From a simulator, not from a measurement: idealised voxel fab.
Process module heading - voxel transistor to metal
Displayed cross-section: cut, width of 160 nm, square cells sized 5 nm.
If you're reading a cross-section in this doc, picture square cells in a grid; it comes to you as bands, top ones listed first down to the bottom, and a band can be one or more rows of cells. Quick guide to a band line: top height, bottom height (nm) up front; then every material left to right with its width in nm. Only one material and it's marked "everywhere"? Then it fills the band edge to edge. And "air" just means empty space. Counting heights begins at 0, where everything beneath is, in the wafer as received, one material. The lowest band has no bottom; it goes on downwards, as "0 nm and below" shows. You'd read "30 to 40" like this: the band's top row of cells is as wide as the first number, its bottom row is as wide as the second, and going down, every row changes width by the same amount as the row before did. It should be understood that the words "identical to before", when stated for a given step, signify that the cross-section underwent no change in any of its cells during that step. Empty spaces counting at least 8 cells and having no open way to the top are listed in "Closed void register". The notation width x height at distance is used for each, the distance being from the left edge and all three values in nm. If you see something after the settings on a step's line, that's the simulator's own remark about that step. "overlay nm" answers the question of how far to the right of plan the mask lay on a step that has a mask, and when it is negative the answer is to the left.
**Process steps foreseen in the plan**
| 1 | RECEIVE: material Si |
| 2 | OXIDIZE: depth nm 5 |
| 3 | CONFORMAL_DEP: material SiN, thk nm 15 |
| 4 | DIRECTIONAL_DEP: material aC, thk nm 10 |
| 5 | PATTERN: tone cover, mask id ACTIVE, material resist, width nm 125, thk nm 25, overlay nm 0 |
| 6 | DIRECTIONAL_ETCH: etch materials aC, depth nm 10 |
| 7 | STRIP: etch materials resist |
| 8 | DIRECTIONAL_ETCH: etch materials SiN, depth nm 15 |
| 9 | DIRECTIONAL_ETCH: etch materials SiO2, depth nm 5 |
| 10 | DIRECTIONAL_ETCH: etch materials Si, depth nm 20 |
| 11 | STRIP: etch materials aC |
| 12 | FILL_DEP: material SiO2, thk nm 5 |
| 13 | CMP: height nm 15 |
| 14 | SELECTIVE_ETCH: etch materials SiO2, depth nm 15 |
| 15 | STRIP: etch materials SiN |
| 16 | SELECTIVE_ETCH: etch materials SiO2, depth nm 5 |
| 17 | OXIDIZE: depth nm 5 |
| 18 | DIRECTIONAL_DEP: material polySi, thk nm 25 |
| 19 | DIRECTIONAL_DEP: material SiCN, thk nm 15 |
| 20 | MASKED_ETCH: tone cover, mask id GATE, width nm 35, etch materials SiCN, depth nm 25, overlay nm 0 |
| 21 | MASKED_ETCH: tone cover, mask id GATE, width nm 35, etch materials polySi, depth nm 35, overlay nm 0 |
| 22 | CONFORMAL_DEP: material SiN, thk nm 5 |
| 23 | DIRECTIONAL_ETCH: etch materials SiN, depth nm 5 |
| 24 | DIRECTIONAL_ETCH: etch materials SiO2, depth nm 5 |
| 25 | DIRECTIONAL_ETCH: etch materials Si, depth nm 15 |
| 26 | EPI: material pSi, thk nm 20 |
| 27 | FILL_DEP: material SiO2, thk nm 10 |
| 28 | CMP: height nm 20 |
| 29 | STRIP: etch materials polySi |
| 30 | SELECTIVE_ETCH: etch materials SiO2, depth nm 5 |
| 31 | CONFORMAL_DEP: material HfO2, thk nm 5 |
| 32 | CONFORMAL_DEP: material TiN, thk nm 5 |
| 33 | FILL_DEP: material W, thk nm 5 |
| 34 | CMP: height nm 15 |
| 35 | DIRECTIONAL_DEP: material SiO2, thk nm 10 |
| 36 | DIRECTIONAL_DEP: material aC, thk nm 10 |
| 37 | PATTERN: tone open, mask id CONTACT, material resist, width nm 20, pitch nm 95, thk nm 25, overlay nm 0 |
| 38 | DIRECTIONAL_ETCH: etch materials aC, depth nm 10 |
| 39 | STRIP: etch materials resist |
| 40 | DIRECTIONAL_ETCH: etch materials SiO2, depth nm 30 |
| 41 | STRIP: etch materials aC |
| 42 | CONFORMAL_DEP: material TiN, thk nm 5 |
| 43 | FILL_DEP: material Ru, thk nm 5 |
| 44 | CMP: height nm 25 |
| 45 | DIRECTIONAL_DEP: material TiN, thk nm 5 |
| 46 | DIRECTIONAL_DEP: material W, thk nm 20 |
| 47 | MASKED_ETCH: tone cover, mask id METAL_1, width nm 20, pitch nm 95, etch materials W, depth nm 20, overlay nm 0 |
| 48 | MASKED_ETCH: tone cover, mask id METAL_1, width nm 20, pitch nm 95, etch materials TiN, depth nm 5, overlay nm 0 |
| 49 | CONFORMAL_DEP: material SiCN, thk nm 5 |
| 50 | FILL_DEP: material lowk, thk nm 10 |
| 51 | CMP: height nm 50 |
| 52 | CONFORMAL_DEP: material SiN, thk nm 5 |
**Of two wafers, the first: run according to plan**
**Here's what the wafer looked like in cross-section when it arrived - that's after step 1**
    0 nm and below  Si everywhere
    Closed void register: none
**Wafer section view after processing step 2**
    0 nm to -5 nm  SiO2 everywhere
    Under -5: no change, same as before.
**Wafer section view after processing step 3**
    15 nm to 0 nm  SiN everywhere
    Under 0: no change, same as before.
**Wafer section view after processing step 4**
    25 nm to 15 nm  aC everywhere
    Under 15: no change, same as before.
**Wafer section view after processing step 5**
    50 nm to 25 nm  air 15  resist 125  air 20
    Under 25: no change, same as before.
**Wafer section view after processing step 6**
    40 nm to 25 nm  air 15  resist 125  air 20
    25 nm to 15 nm  air 15  aC 125  air 20
    Under 15: no change, same as before.
**Wafer section view after processing step 7**
    25 nm to 15 nm  air 15  aC 125  air 20
    Under 15: no change, same as before.
**Wafer section view after processing step 8**
    25 nm to 15 nm  air 15  aC 125  air 20
    15 nm to 0 nm  air 15  SiN 125  air 20
    Under 0: no change, same as before.
**Wafer section view after processing step 9**
    25 nm to 15 nm  air 15  aC 125  air 20
    15 nm to 0 nm  air 15  SiN 125  air 20
    0 nm to -5 nm  air 15  SiO2 125  air 20
    Under -5: no change, same as before.
**Wafer section view after processing step 10**
    25 nm to 15 nm  air 15  aC 125  air 20
    15 nm to 0 nm  air 15  SiN 125  air 20
    0 nm to -5 nm  air 15  SiO2 125  air 20
    -5 nm to -25 nm  air 15  Si 125  air 20
    Under -25: no change, same as before.
**Wafer section view after processing step 11**
    15 nm to 0 nm  air 15  SiN 125  air 20
    Under 0: no change, same as before.
**Wafer section view after processing step 12**
    20 nm to 15 nm  SiO2 everywhere
    15 nm to 0 nm  SiO2 15  SiN 125  SiO2 20
    0 nm to -5 nm  SiO2 everywhere
    -5 nm to -25 nm  SiO2 15  Si 125  SiO2 20
    Under -25: no change, same as before.
**Wafer section view after processing step 13**
    15 nm to 0 nm  SiO2 15  SiN 125  SiO2 20
    Under 0: no change, same as before.
**Wafer section view after processing step 14**
    15 nm to 0 nm  air 15  SiN 125  air 20
    Under 0: no change, same as before.
**Wafer section view after processing step 15**
    0 nm to -5 nm  SiO2 everywhere
    Under -5: no change, same as before.
**Wafer section view after processing step 16**
    -5 nm to -25 nm  SiO2 15  Si 125  SiO2 20
    Under -25: no change, same as before.
**Wafer section view after processing step 17**
    -5 nm to -10 nm  SiO2 everywhere
    Under -10: no change, same as before.
**Wafer section view after processing step 18**
    20 nm to -5 nm  polySi everywhere
    Under -5: no change, same as before.
**Wafer section view after processing step 19**
    35 nm to 20 nm  SiCN everywhere
    Under 20: no change, same as before.
**Wafer section view after processing step 20**
    35 nm to 20 nm  air 60  SiCN 35  air 65
    Under 20: no change, same as before.
**Wafer section view after processing step 21**
    35 nm to 20 nm  air 60  SiCN 35  air 65
    20 nm to -5 nm  air 60  polySi 35  air 65
    Under -5: no change, same as before.
**Wafer section view after processing step 22**
    40 nm to 35 nm  air 55  SiN 45  air 60
    35 nm to 20 nm  air 55  SiN 5  SiCN 35  SiN 5  air 60
    20 nm to 0 nm  air 55  SiN 5  polySi 35  SiN 5  air 60
    0 nm to -5 nm  SiN 60  polySi 35  SiN 65
    Under -5: no change, same as before.
**Wafer section view after processing step 23**
    35 nm to 20 nm  air 55  SiN 5  SiCN 35  SiN 5  air 60
    20 nm to -5 nm  air 55  SiN 5  polySi 35  SiN 5  air 60
    Under -5: no change, same as before.
**Wafer section view after processing step 24**
    35 nm to 20 nm  air 55  SiN 5  SiCN 35  SiN 5  air 60
    20 nm to -5 nm  air 55  SiN 5  polySi 35  SiN 5  air 60
    -5 nm to -10 nm  air 55  SiO2 45  air 60
    Under -10: no change, same as before.
**Wafer section view after processing step 25**
    35 nm to 20 nm  air 55  SiN 5  SiCN 35  SiN 5  air 60
    20 nm to -5 nm  air 55  SiN 5  polySi 35  SiN 5  air 60
    -5 nm to -10 nm  air 55  SiO2 45  air 60
    -10 nm to -25 nm  SiO2 15  air 40  Si 45  air 40  SiO2 20
    Under -25: no change, same as before.
**Wafer section view after processing step 26**
    35 nm to 20 nm  air 55  SiN 5  SiCN 35  SiN 5  air 60
    20 nm to 10 nm  air 55  SiN 5  polySi 35  SiN 5  air 60
    10 nm to -5 nm  air 35  pSi 20  SiN 5  polySi 35  SiN 5  pSi 20  air 40
    -5 nm to -10 nm  air 10  pSi 45  SiO2 45  pSi 45  air 15
    -10 nm to -25 nm  SiO2 15  pSi 40  Si 45  pSi 40  SiO2 20
    Under -25: no change, same as before.
**Wafer section view after processing step 27**
    45 nm to 35 nm  SiO2 everywhere
    35 nm to 20 nm  SiO2 55  SiN 5  SiCN 35  SiN 5  SiO2 60
    20 nm to 10 nm  SiO2 55  SiN 5  polySi 35  SiN 5  SiO2 60
    10 nm to -5 nm  SiO2 35  pSi 20  SiN 5  polySi 35  SiN 5  pSi 20  SiO2 40
    -5 nm to -10 nm  SiO2 10  pSi 45  SiO2 45  pSi 45  SiO2 15
    Under -10: no change, same as before.
**Wafer section view after processing step 28**
    20 nm to 10 nm  SiO2 55  SiN 5  polySi 35  SiN 5  SiO2 60
    Under 10: no change, same as before.
**Wafer section view after processing step 29**
    20 nm to 10 nm  SiO2 55  SiN 5  air 35  SiN 5  SiO2 60
    10 nm to -5 nm  SiO2 35  pSi 20  SiN 5  air 35  SiN 5  pSi 20  SiO2 40
    Under -5: no change, same as before.
**Wafer section view after processing step 30**
    20 nm to 15 nm  air 55  SiN 5  air 35  SiN 5  air 60
    15 nm to 10 nm  SiO2 55  SiN 5  air 35  SiN 5  SiO2 60
    10 nm to -5 nm  SiO2 35  pSi 20  SiN 5  air 35  SiN 5  pSi 20  SiO2 40
    -5 nm to -10 nm  SiO2 10  pSi 45  air 45  pSi 45  SiO2 15
    Under -10: no change, same as before.
**Wafer section view after processing step 31**
    25 nm to 20 nm  air 50  HfO2 15  air 25  HfO2 15  air 55
    20 nm to 15 nm  HfO2 55  SiN 5  HfO2 5  air 25  HfO2 5  SiN 5  HfO2 60
    15 nm to 10 nm  SiO2 55  SiN 5  HfO2 5  air 25  HfO2 5  SiN 5  SiO2 60
    10 nm to -5 nm  SiO2 35  pSi 20  SiN 5  HfO2 5  air 25  HfO2 5  SiN 5  pSi 20  SiO2 40
    -5 nm to -10 nm  SiO2 10  pSi 45  HfO2 45  pSi 45  SiO2 15
    Under -10: no change, same as before.
**Wafer section view after processing step 32**
    30 nm to 25 nm  air 45  TiN 25  air 15  TiN 25  air 50
    25 nm to 20 nm  TiN 50  HfO2 15  TiN 5  air 15  TiN 5  HfO2 15  TiN 55
    20 nm to 15 nm  HfO2 55  SiN 5  HfO2 5  TiN 5  air 15  TiN 5  HfO2 5  SiN 5  HfO2 60
    15 nm to 10 nm  SiO2 55  SiN 5  HfO2 5  TiN 5  air 15  TiN 5  HfO2 5  SiN 5  SiO2 60
    10 nm to 0 nm  SiO2 35  pSi 20  SiN 5  HfO2 5  TiN 5  air 15  TiN 5  HfO2 5  SiN 5  pSi 20  SiO2 40
    0 nm to -5 nm  SiO2 35  pSi 20  SiN 5  HfO2 5  TiN 25  HfO2 5  SiN 5  pSi 20  SiO2 40
    Under -5: no change, same as before.
**Wafer section view after processing step 33**
    35 nm to 30 nm  W everywhere
    30 nm to 25 nm  W 45  TiN 25  W 15  TiN 25  W 50
    25 nm to 20 nm  TiN 50  HfO2 15  TiN 5  W 15  TiN 5  HfO2 15  TiN 55
    20 nm to 15 nm  HfO2 55  SiN 5  HfO2 5  TiN 5  W 15  TiN 5  HfO2 5  SiN 5  HfO2 60
    15 nm to 10 nm  SiO2 55  SiN 5  HfO2 5  TiN 5  W 15  TiN 5  HfO2 5  SiN 5  SiO2 60
    10 nm to 0 nm  SiO2 35  pSi 20  SiN 5  HfO2 5  TiN 5  W 15  TiN 5  HfO2 5  SiN 5  pSi 20  SiO2 40
    Under 0: no change, same as before.
**Wafer section view after processing step 34**
    15 nm to 10 nm  SiO2 55  SiN 5  HfO2 5  TiN 5  W 15  TiN 5  HfO2 5  SiN 5  SiO2 60
    Under 10: no change, same as before.
**Wafer section view after processing step 35**
    25 nm to 15 nm  SiO2 everywhere
    Under 15: no change, same as before.
**Wafer section view after processing step 36**
    35 nm to 25 nm  aC everywhere
    Under 25: no change, same as before.
**Wafer section view after processing step 37**
    60 nm to 35 nm  resist 20  air 20  resist 75  air 20  resist 25
    Under 35: no change, same as before.
**Wafer section view after processing step 38**
    50 nm to 35 nm  resist 20  air 20  resist 75  air 20  resist 25
    35 nm to 25 nm  aC 20  air 20  aC 75  air 20  aC 25
    Under 25: no change, same as before.
**Wafer section view after processing step 39**
    35 nm to 25 nm  aC 20  air 20  aC 75  air 20  aC 25
    Under 25: no change, same as before.
**Wafer section view after processing step 40**
    35 nm to 25 nm  aC 20  air 20  aC 75  air 20  aC 25
    25 nm to 15 nm  SiO2 20  air 20  SiO2 75  air 20  SiO2 25
    15 nm to 10 nm  SiO2 20  air 20  SiO2 15  SiN 5  HfO2 5  TiN 5  W 15  TiN 5  HfO2 5  SiN 5  SiO2 15  air 20  SiO2 25
    10 nm to 0 nm  SiO2 20  air 15  pSi 20  SiN 5  HfO2 5  TiN 5  W 15  TiN 5  HfO2 5  SiN 5  pSi 20  air 15  SiO2 25
    0 nm to -5 nm  SiO2 20  air 15  pSi 20  SiN 5  HfO2 5  TiN 25  HfO2 5  SiN 5  pSi 20  air 15  SiO2 25
    Under -5: no change, same as before.
**Wafer section view after processing step 41**
    25 nm to 15 nm  SiO2 20  air 20  SiO2 75  air 20  SiO2 25
    Under 15: no change, same as before.
**Wafer section view after processing step 42**
    30 nm to 25 nm  TiN 25  air 10  TiN 85  air 10  TiN 30
    25 nm to 15 nm  SiO2 20  TiN 5  air 10  TiN 5  SiO2 75  TiN 5  air 10  TiN 5  SiO2 25
    15 nm to 10 nm  SiO2 20  TiN 5  air 5  TiN 10  SiO2 15  SiN 5  HfO2 5  TiN 5  W 15  TiN 5  HfO2 5  SiN 5  SiO2 15  TiN 10  air 5  TiN 5  SiO2 25
    10 nm to 0 nm  SiO2 20  TiN 5  air 5  TiN 5  pSi 20  SiN 5  HfO2 5  TiN 5  W 15  TiN 5  HfO2 5  SiN 5  pSi 20  TiN 5  air 5  TiN 5  SiO2 25
    0 nm to -5 nm  SiO2 20  TiN 15  pSi 20  SiN 5  HfO2 5  TiN 25  HfO2 5  SiN 5  pSi 20  TiN 15  SiO2 25
    Under -5: no change, same as before.
**Wafer section view after processing step 43**
    35 nm to 30 nm  Ru everywhere
    30 nm to 25 nm  TiN 25  Ru 10  TiN 85  Ru 10  TiN 30
    25 nm to 15 nm  SiO2 20  TiN 5  Ru 10  TiN 5  SiO2 75  TiN 5  Ru 10  TiN 5  SiO2 25
    15 nm to 10 nm  SiO2 20  TiN 5  Ru 5  TiN 10  SiO2 15  SiN 5  HfO2 5  TiN 5  W 15  TiN 5  HfO2 5  SiN 5  SiO2 15  TiN 10  Ru 5  TiN 5  SiO2 25
    10 nm to 0 nm  SiO2 20  TiN 5  Ru 5  TiN 5  pSi 20  SiN 5  HfO2 5  TiN 5  W 15  TiN 5  HfO2 5  SiN 5  pSi 20  TiN 5  Ru 5  TiN 5  SiO2 25
    Under 0: no change, same as before.
**Wafer section view after processing step 44**
    25 nm to 15 nm  SiO2 20  TiN 5  Ru 10  TiN 5  SiO2 75  TiN 5  Ru 10  TiN 5  SiO2 25
    Under 15: no change, same as before.
**Wafer section view after processing step 45**
    30 nm to 25 nm  TiN everywhere
    Under 25: no change, same as before.
**Wafer section view after processing step 46**
    50 nm to 30 nm  W everywhere
    Under 30: no change, same as before.
**Wafer section view after processing step 47**
    50 nm to 30 nm  air 20  W 20  air 75  W 20  air 25
    Under 30: no change, same as before.
**Wafer section view after processing step 48**
    50 nm to 30 nm  air 20  W 20  air 75  W 20  air 25
    30 nm to 25 nm  air 20  TiN 20  air 75  TiN 20  air 25
    Under 25: no change, same as before.
**Wafer section view after processing step 49**
    55 nm to 50 nm  air 15  SiCN 30  air 65  SiCN 30  air 20
    50 nm to 30 nm  air 15  SiCN 5  W 20  SiCN 5  air 65  SiCN 5  W 20  SiCN 5  air 20
    30 nm to 25 nm  SiCN 20  TiN 20  SiCN 75  TiN 20  SiCN 25
    Under 25: no change, same as before.
**Wafer section view after processing step 50**
    65 nm to 55 nm  lowk everywhere
    55 nm to 50 nm  lowk 15  SiCN 30  lowk 65  SiCN 30  lowk 20
    50 nm to 30 nm  lowk 15  SiCN 5  W 20  SiCN 5  lowk 65  SiCN 5  W 20  SiCN 5  lowk 20
    Under 30: no change, same as before.
**Wafer section view after processing step 51**
    50 nm to 30 nm  lowk 15  SiCN 5  W 20  SiCN 5  lowk 65  SiCN 5  W 20  SiCN 5  lowk 20
    Under 30: no change, same as before.
**Wafer section view after processing step 52**
    55 nm to 50 nm  SiN everywhere
    Under 50: no change, same as before.
**What follows concerns the second wafer, which started out like the first and was meant to follow the very same plan; one mistake crept in when it was run, but everything up to and including step 24 is the same as for the first wafer**
**The second wafer in cross-section, at the planned close of step 25**
    35 nm to 20 nm  air 55  SiN 5  SiCN 35  SiN 5  air 60
    20 nm to -5 nm  air 55  SiN 5  polySi 35  SiN 5  air 60
    -5 nm to -10 nm  air 55  SiO2 45  air 60
    -10 nm to -25 nm  SiO2 15  air 40  Si 45  air 40  SiO2 20
    -25 nm to -40 nm  Si 15  air 40  Si 45  air 40  Si 20
    Under -40: no change, same as before.
**The second wafer in cross-section, at the planned close of step 26**
    35 nm to 20 nm  air 55  SiN 5  SiCN 35  SiN 5  air 60
    20 nm to 10 nm  air 55  SiN 5  polySi 35  SiN 5  air 60
    10 nm to -5 nm  air 35  pSi 20  SiN 5  polySi 35  SiN 5  pSi 20  air 40
    -5 nm to -10 nm  air 10  pSi 45  SiO2 45  pSi 45  air 15
    -10 nm to -25 nm  SiO2 15  pSi 40  Si 45  pSi 40  SiO2 20
    -25 nm to -40 nm  Si 15  pSi 40  Si 45  pSi 40  Si 20
    Under -40: no change, same as before.
**The second wafer in cross-section, at the planned close of step 27**
    45 nm to 35 nm  SiO2 everywhere
    35 nm to 20 nm  SiO2 55  SiN 5  SiCN 35  SiN 5  SiO2 60
    20 nm to 10 nm  SiO2 55  SiN 5  polySi 35  SiN 5  SiO2 60
    10 nm to -5 nm  SiO2 35  pSi 20  SiN 5  polySi 35  SiN 5  pSi 20  SiO2 40
    -5 nm to -10 nm  SiO2 10  pSi 45  SiO2 45  pSi 45  SiO2 15
    Under -10: no change, same as before.
**The second wafer in cross-section, at the planned close of step 28**
    20 nm to 10 nm  SiO2 55  SiN 5  polySi 35  SiN 5  SiO2 60
    Under 10: no change, same as before.
**The second wafer in cross-section, at the planned close of step 29**
    20 nm to 10 nm  SiO2 55  SiN 5  air 35  SiN 5  SiO2 60
    10 nm to -5 nm  SiO2 35  pSi 20  SiN 5  air 35  SiN 5  pSi 20  SiO2 40
    Under -5: no change, same as before.
**The second wafer in cross-section, at the planned close of step 30**
    20 nm to 15 nm  air 55  SiN 5  air 35  SiN 5  air 60
    15 nm to 10 nm  SiO2 55  SiN 5  air 35  SiN 5  SiO2 60
    10 nm to -5 nm  SiO2 35  pSi 20  SiN 5  air 35  SiN 5  pSi 20  SiO2 40
    -5 nm to -10 nm  SiO2 10  pSi 45  air 45  pSi 45  SiO2 15
    Under -10: no change, same as before.
**The second wafer in cross-section, at the planned close of step 31**
    25 nm to 20 nm  air 50  HfO2 15  air 25  HfO2 15  air 55
    20 nm to 15 nm  HfO2 55  SiN 5  HfO2 5  air 25  HfO2 5  SiN 5  HfO2 60
    15 nm to 10 nm  SiO2 55  SiN 5  HfO2 5  air 25  HfO2 5  SiN 5  SiO2 60
    10 nm to -5 nm  SiO2 35  pSi 20  SiN 5  HfO2 5  air 25  HfO2 5  SiN 5  pSi 20  SiO2 40
    -5 nm to -10 nm  SiO2 10  pSi 45  HfO2 45  pSi 45  SiO2 15
    Under -10: no change, same as before.
**The second wafer in cross-section, at the planned close of step 32**
    30 nm to 25 nm  air 45  TiN 25  air 15  TiN 25  air 50
    25 nm to 20 nm  TiN 50  HfO2 15  TiN 5  air 15  TiN 5  HfO2 15  TiN 55
    20 nm to 15 nm  HfO2 55  SiN 5  HfO2 5  TiN 5  air 15  TiN 5  HfO2 5  SiN 5  HfO2 60
    15 nm to 10 nm  SiO2 55  SiN 5  HfO2 5  TiN 5  air 15  TiN 5  HfO2 5  SiN 5  SiO2 60
    10 nm to 0 nm  SiO2 35  pSi 20  SiN 5  HfO2 5  TiN 5  air 15  TiN 5  HfO2 5  SiN 5  pSi 20  SiO2 40
    0 nm to -5 nm  SiO2 35  pSi 20  SiN 5  HfO2 5  TiN 25  HfO2 5  SiN 5  pSi 20  SiO2 40
    Under -5: no change, same as before.
**The second wafer in cross-section, at the planned close of step 33**
    35 nm to 30 nm  W everywhere
    30 nm to 25 nm  W 45  TiN 25  W 15  TiN 25  W 50
    25 nm to 20 nm  TiN 50  HfO2 15  TiN 5  W 15  TiN 5  HfO2 15  TiN 55
    20 nm to 15 nm  HfO2 55  SiN 5  HfO2 5  TiN 5  W 15  TiN 5  HfO2 5  SiN 5  HfO2 60
    15 nm to 10 nm  SiO2 55  SiN 5  HfO2 5  TiN 5  W 15  TiN 5  HfO2 5  SiN 5  SiO2 60
    10 nm to 0 nm  SiO2 35  pSi 20  SiN 5  HfO2 5  TiN 5  W 15  TiN 5  HfO2 5  SiN 5  pSi 20  SiO2 40
    Under 0: no change, same as before.
**The second wafer in cross-section, at the planned close of step 34**
    15 nm to 10 nm  SiO2 55  SiN 5  HfO2 5  TiN 5  W 15  TiN 5  HfO2 5  SiN 5  SiO2 60
    Under 10: no change, same as before.
**The second wafer in cross-section, at the planned close of step 35**
    25 nm to 15 nm  SiO2 everywhere
    Under 15: no change, same as before.
**The second wafer in cross-section, at the planned close of step 36**
    35 nm to 25 nm  aC everywhere
    Under 25: no change, same as before.
**The second wafer in cross-section, at the planned close of step 37**
    60 nm to 35 nm  resist 20  air 20  resist 75  air 20  resist 25
    Under 35: no change, same as before.
**The second wafer in cross-section, at the planned close of step 38**
    50 nm to 35 nm  resist 20  air 20  resist 75  air 20  resist 25
    35 nm to 25 nm  aC 20  air 20  aC 75  air 20  aC 25
    Under 25: no change, same as before.
**The second wafer in cross-section, at the planned close of step 39**
    35 nm to 25 nm  aC 20  air 20  aC 75  air 20  aC 25
    Under 25: no change, same as before.
**The second wafer in cross-section, at the planned close of step 40**
    35 nm to 25 nm  aC 20  air 20  aC 75  air 20  aC 25
    25 nm to 15 nm  SiO2 20  air 20  SiO2 75  air 20  SiO2 25
    15 nm to 10 nm  SiO2 20  air 20  SiO2 15  SiN 5  HfO2 5  TiN 5  W 15  TiN 5  HfO2 5  SiN 5  SiO2 15  air 20  SiO2 25
    10 nm to 0 nm  SiO2 20  air 15  pSi 20  SiN 5  HfO2 5  TiN 5  W 15  TiN 5  HfO2 5  SiN 5  pSi 20  air 15  SiO2 25
    0 nm to -5 nm  SiO2 20  air 15  pSi 20  SiN 5  HfO2 5  TiN 25  HfO2 5  SiN 5  pSi 20  air 15  SiO2 25
    Under -5: no change, same as before.
**The second wafer in cross-section, at the planned close of step 41**
    25 nm to 15 nm  SiO2 20  air 20  SiO2 75  air 20  SiO2 25
    Under 15: no change, same as before.
**The second wafer in cross-section, at the planned close of step 42**
    30 nm to 25 nm  TiN 25  air 10  TiN 85  air 10  TiN 30
    25 nm to 15 nm  SiO2 20  TiN 5  air 10  TiN 5  SiO2 75  TiN 5  air 10  TiN 5  SiO2 25
    15 nm to 10 nm  SiO2 20  TiN 5  air 5  TiN 10  SiO2 15  SiN 5  HfO2 5  TiN 5  W 15  TiN 5  HfO2 5  SiN 5  SiO2 15  TiN 10  air 5  TiN 5  SiO2 25
    10 nm to 0 nm  SiO2 20  TiN 5  air 5  TiN 5  pSi 20  SiN 5  HfO2 5  TiN 5  W 15  TiN 5  HfO2 5  SiN 5  pSi 20  TiN 5  air 5  TiN 5  SiO2 25
    0 nm to -5 nm  SiO2 20  TiN 15  pSi 20  SiN 5  HfO2 5  TiN 25  HfO2 5  SiN 5  pSi 20  TiN 15  SiO2 25
    Under -5: no change, same as before.
**The second wafer in cross-section, at the planned close of step 43**
    35 nm to 30 nm  Ru everywhere
    30 nm to 25 nm  TiN 25  Ru 10  TiN 85  Ru 10  TiN 30
    25 nm to 15 nm  SiO2 20  TiN 5  Ru 10  TiN 5  SiO2 75  TiN 5  Ru 10  TiN 5  SiO2 25
    15 nm to 10 nm  SiO2 20  TiN 5  Ru 5  TiN 10  SiO2 15  SiN 5  HfO2 5  TiN 5  W 15  TiN 5  HfO2 5  SiN 5  SiO2 15  TiN 10  Ru 5  TiN 5  SiO2 25
    10 nm to 0 nm  SiO2 20  TiN 5  Ru 5  TiN 5  pSi 20  SiN 5  HfO2 5  TiN 5  W 15  TiN 5  HfO2 5  SiN 5  pSi 20  TiN 5  Ru 5  TiN 5  SiO2 25
    Under 0: no change, same as before.
**The second wafer in cross-section, at the planned close of step 44**
    25 nm to 15 nm  SiO2 20  TiN 5  Ru 10  TiN 5  SiO2 75  TiN 5  Ru 10  TiN 5  SiO2 25
    Under 15: no change, same as before.
**The second wafer in cross-section, at the planned close of step 45**
    30 nm to 25 nm  TiN everywhere
    Under 25: no change, same as before.
**The second wafer in cross-section, at the planned close of step 46**
    50 nm to 30 nm  W everywhere
    Under 30: no change, same as before.
**The second wafer in cross-section, at the planned close of step 47**
    50 nm to 30 nm  air 20  W 20  air 75  W 20  air 25
    Under 30: no change, same as before.
**The second wafer in cross-section, at the planned close of step 48**
    50 nm to 30 nm  air 20  W 20  air 75  W 20  air 25
    30 nm to 25 nm  air 20  TiN 20  air 75  TiN 20  air 25
    Under 25: no change, same as before.
**The second wafer in cross-section, at the planned close of step 49**
    55 nm to 50 nm  air 15  SiCN 30  air 65  SiCN 30  air 20
    50 nm to 30 nm  air 15  SiCN 5  W 20  SiCN 5  air 65  SiCN 5  W 20  SiCN 5  air 20
    30 nm to 25 nm  SiCN 20  TiN 20  SiCN 75  TiN 20  SiCN 25
    Under 25: no change, same as before.
**The second wafer in cross-section, at the planned close of step 50**
    65 nm to 55 nm  lowk everywhere
    55 nm to 50 nm  lowk 15  SiCN 30  lowk 65  SiCN 30  lowk 20
    50 nm to 30 nm  lowk 15  SiCN 5  W 20  SiCN 5  lowk 65  SiCN 5  W 20  SiCN 5  lowk 20
    Under 30: no change, same as before.
**The second wafer in cross-section, at the planned close of step 51**
    50 nm to 30 nm  lowk 15  SiCN 5  W 20  SiCN 5  lowk 65  SiCN 5  W 20  SiCN 5  lowk 20
    Under 30: no change, same as before.
**The second wafer in cross-section, at the planned close of step 52**
    55 nm to 50 nm  SiN everywhere
    Under 50: no change, same as before.
Deviation noted in wafer processing: twice, step 25 of the plan was run
Upon completion, the second wafer contains, in terms of cells, a greater or smaller amount of certain materials than the first wafer: -48 Si; +48 pSi
